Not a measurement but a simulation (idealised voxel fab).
process module | voxel spacer lines
Shown is cross-section cut, with a width of 195 nm and square cells of size 5 nm.
We lay out every cross-section as a grid of square cells and spell it out in bands from the top down, where one band means one or more rows of cells.
The entry gives the band's vertical extent as a top height and a bottom height in nm, then its horizontal make-up as materials from left to right, each with a width in nm. "air" stands for empty space; a single material marked "throughout" fills the band edge to edge.
The level at which height equals 0 is the one under which the wafer, as it arrives, is entirely one material. No lower edge exists for the bottom band, which continues downward and is notated as in "0..down".
Think of "30 to 40" as a width that walks from the first number to the second as you go down the band, top row to bottom row, taking equal-sized steps from row to row.
What does "no change" mean for a step? It means no cell of the cross-section changed in that step.
Basically, "Fully enclosed voids" tells you about the enclosed voids: empty spaces with no open way to the top, 8 cells or bigger, each written width x height at distance, where distance is from the left edge, all in nm.
That trailing text on a step's line, after the settings, is the simulator's own remark on the step.
overlay nm: for a step with a mask, the amount by which the mask lay right of where it was planned; a negative amount means left of it.
**Planned process steps**
1,RECEIVE: material Si
2,CONFORMAL_DEP: material Al2O3, thk nm 10
3,DIRECTIONAL_DEP: material polySi, thk nm 10
4,DIRECTIONAL_DEP: material aC, thk nm 25
5,PATTERN: tone cover, mask id MANDREL, material resist, width nm 15, pitch nm 50, thk nm 35, overlay nm 0
6,DIRECTIONAL_ETCH: etch materials aC, depth nm 25
7,STRIP: etch materials resist
8,CONFORMAL_DEP: material SiO2, thk nm 10
9,DIRECTIONAL_ETCH: etch materials SiO2, depth nm 10
10,STRIP: etch materials aC
11,DIRECTIONAL_ETCH: etch materials polySi, depth nm 10
12,STRIP: etch materials SiO2
For this document, wafers share an identical start and vary in the step 5 width nm; the plan quotes the first wafer's value.
**As-received state after step 1, first of several wafers, cross-section**
* 0..down = Si throughout
* Fully enclosed voids: none
**Last step of the module is step 12; after it, the first of several wafers in cross-section**
* 20..10 = air: 30, then polySi: 10, then air: 15, then polySi: 10, then air: 15, then polySi: 10, then air: 15, then polySi: 10, then air: 15, then polySi: 10, then air: 15, then polySi: 10, then air: 30
* 10..0 = Al2O3 throughout
* 0..down = Si throughout
* Fully enclosed voids: none
**At the end of the module, the last of several wafers in cross-section**
* 20..10 = air: 25, then polySi: 10, then air: 30, then polySi: 20, then air: 30, then polySi: 20, then air: 30, then polySi: 10, then air: 20
* 10..0 = Al2O3 throughout
* 0..down = Si throughout
* Fully enclosed voids: none
**Per wafer, end of module: cells gained (+) or lost (-) per material since receipt, then closed voids**
width nm 15; +78 Al2O3; +24 polySi; Fully enclosed voids: none
width nm 20; +78 Al2O3; +24 polySi; Fully enclosed voids: none
width nm 25; +78 Al2O3; +24 polySi; Fully enclosed voids: none
width nm 30; +78 Al2O3; +24 polySi; Fully enclosed voids: none
